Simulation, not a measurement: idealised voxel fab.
Name of the process module below: voxel gate over fins
Displayed cross-section: cut, width of 260 nm, square cells sized 5 nm.
Just so we're on the same page, the cross-sections are grids of square cells, and they're listed out in bands top to bottom, each band one or more rows deep. Within each band entry, the heights of the top and of the bottom of the band appear first, in that order and in nm; the materials of the band then follow from left to right, each with its corresponding width in nm. The designation "edge to edge" on a single material indicates that it fills the band from edge to edge; the designation "empty" indicates empty space. Beneath 0, the wafer as received is one material, and that level is where height counting begins. The lowest band goes on downward without a bottom; it is written like "0..down". Think of "30->40" as a width that walks from the first number to the second as you go down the band, top row to bottom row, taking equal-sized steps from row to row. You'll sometimes find "no alterations made" written for a step, and that's the way of saying that nowhere in the cross-section did a cell change during that step. "Voids, sealed" lists enclosed empty spaces (at least 8 cells, no open path upward to the top), each as width x height at distance from the left edge, in nm. Text after the settings on a step's line: the simulator's own remark on that step. Among the settings permitted on a step's line is "overlay nm"; applied to a step with a mask, it specifies the extent to which the mask lay to the right of its planned position, whereas a negative figure signifies a position to the left.

Listed below are the process steps as planned:
step 1: RECEIVE, material Si
step 2: CONFORMAL_DEP, material SiN, thk nm 5
step 3: MASKED_ETCH, tone cover, mask id FINS, width nm 15, pitch nm 50, etch materials SiN, depth nm 5, overlay nm 0
step 4: MASKED_ETCH, tone cover, mask id FINS, width nm 15, pitch nm 50, etch materials Si, depth nm 35, overlay nm 0
step 5: OXIDIZE, depth nm 5
step 6: FILL_DEP, material SiO2, thk nm 15
step 7: CMP, height nm 5
step 8: MASKED_ETCH, tone open, mask id RAIL, width nm 15, etch materials SiO2, depth nm 35, overlay nm 0
step 9: CONFORMAL_DEP, material TiN, thk nm 5
step 10: FILL_DEP, material Ru, thk nm 5
step 11: CMP, height nm 5
step 12: SELECTIVE_ETCH, etch materials W Ru TiN, depth nm 20
step 13: FILL_DEP, material SiO2, thk nm 5
step 14: CMP, height nm 5
step 15: SELECTIVE_ETCH, etch materials SiO2, depth nm 15
step 16: STRIP, etch materials SiN
step 17: CONFORMAL_DEP, material HfO2, thk nm 5
step 18: CONFORMAL_DEP, material TiN, thk nm 5
step 19: CONFORMAL_DEP, material TiAl, thk nm 5
step 20: CONFORMAL_DEP, material TiN, thk nm 5
step 21: FILL_DEP, material W, thk nm 10
step 22: CMP, height nm 25
step 23: CONFORMAL_DEP, material SiCN, thk nm 5

Wafer as received: cross-section following step 1:
  0..down: Si edge to edge
  Voids, sealed: none

The plan above was carried out on the starting structure above with one mistake, and this cross-section shows the wafer at the end of the module:
  30..25: SiCN edge to edge
  25..15: W edge to edge
  15..10: W (35) | TiN (35) | W (15) | TiN (35) | W (15) | TiN (35) | W (15) | TiN (35) | W (40)
  10..5: W (35) | TiN (5) | TiAl (25) | TiN (5) | W (15) | TiN (5) | TiAl (25) | TiN (5) | W (15) | TiN (5) | TiAl (25) | TiN (5) | W (15) | TiN (5) | TiAl (25) | TiN (5) | W (40)
  5..0: TiN (40) | TiAl (5) | HfO2 (15) | TiAl (5) | TiN (25) | TiAl (5) | HfO2 (15) | TiAl (5) | TiN (25) | TiAl (5) | HfO2 (15) | TiAl (5) | TiN (25) | TiAl (5) | HfO2 (15) | TiAl (5) | TiN (45)
  0..-5: TiAl (45) | HfO2 (5) | Si (5) | HfO2 (5) | TiAl (35) | HfO2 (5) | Si (5) | HfO2 (5) | TiAl (35) | HfO2 (5) | Si (5) | HfO2 (5) | TiAl (35) | HfO2 (5) | Si (5) | HfO2 (5) | TiAl (50)
  -5..-10: HfO2 (50) | Si (5) | HfO2 (45) | Si (5) | HfO2 (45) | Si (5) | HfO2 (45) | Si (5) | HfO2 (55)
  -10..-15: SiO2 (50) | Si (5) | SiO2 (45) | Si (5) | SiO2 (45) | Si (5) | SiO2 (45) | Si (5) | SiO2 (55)
  -15..-25: SiO2 (50) | Si (5) | SiO2 (15) | TiN (5) | Ru (5) | TiN (5) | SiO2 (15) | Si (5) | SiO2 (45) | Si (5) | SiO2 (45) | Si (5) | SiO2 (55)
  -25..-30: SiO2 (50) | Si (5) | SiO2 (15) | TiN (15) | SiO2 (15) | Si (5) | SiO2 (45) | Si (5) | SiO2 (45) | Si (5) | SiO2 (55)
  -30..-40: SiO2 (50) | Si (5) | SiO2 (45) | Si (5) | SiO2 (45) | Si (5) | SiO2 (45) | Si (5) | SiO2 (55)
  -40..down: Si edge to edge
  Voids, sealed: none
Deviation from plan: step 18 from the plan never happened, it was just skipped
